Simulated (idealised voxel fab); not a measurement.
process module | voxel gate over fins
cross-section cut | 205 nm wide | cells 5 nm
A cross-section is a grid of square cells, given in bands from the top down. A band is one or more rows of cells.
Each band's line starts with the height of the band's top and of its bottom, in nm. Then come its materials from left to right, each with its width in nm. One material with "throughout" fills the band from edge to edge. "air" is empty space.
Height 0 is the level under which the wafer as received is all one material. The lowest band goes on downwards, as in "0 down".
A width such as "30 to 40" changes by the same amount from each row of cells to the next, from the band's top row to its bottom row.
"no change" after a step means that no cell of the cross-section changed.
closed voids: empty space of 8 cells or more with no open way to the top, each as width x height at its distance from the left edge, in nm
after a step's settings: what the simulator itself notes on the step
overlay nm, on a step with a mask: how far to the right of its planned place the mask lay; to the left if negative
plan
1 op RECEIVE | material Si
2 op CONFORMAL_DEP | material SiN | thk nm 10
3 op DIRECTIONAL_DEP | material aC | thk nm 10
4 op PATTERN | tone cover | mask id FINS | material resist | width nm 15 | pitch nm 40 | thk nm 25 | overlay nm 0
5 op DIRECTIONAL_ETCH | etch materials aC | depth nm 10
6 op STRIP | etch materials resist
7 op DIRECTIONAL_ETCH | etch materials SiN | depth nm 10
8 op DIRECTIONAL_ETCH | etch materials Si | depth nm 40
9 op STRIP | etch materials aC
10 op OXIDIZE | depth nm 5
11 op FILL_DEP | material SiO2 | thk nm 15
12 op CMP | height nm 10
13 op SELECTIVE_ETCH | etch materials SiO2 | depth nm 20
14 op STRIP | etch materials SiN
15 op CONFORMAL_DEP | material HfO2 | thk nm 5
16 op CONFORMAL_DEP | material TiN | thk nm 5
17 op FILL_DEP | material W | thk nm 10
18 op CMP | height nm 15
19 op CONFORMAL_DEP | material SiCN | thk nm 5
varied across the wafers: width nm of step 4. The plan shows the first wafer's value. All wafers start alike
first wafer as received, after step 1
  0 down: Si throughout
  closed voids: none
each wafer at the end: cells of each material gained (+) or lost (-) since it was received, then its closed voids
width nm 15 | +57 HfO2 | -333 Si | +41 SiCN | +259 SiO2 | +57 TiN | +83 W | closed voids: none
width nm 20 | +57 HfO2 | -297 Si | +41 SiCN | +231 SiO2 | +57 TiN | +75 W | closed voids: none
width nm 25 | +57 HfO2 | -261 Si | +41 SiCN | +203 SiO2 | +57 TiN | +67 W | closed voids: none
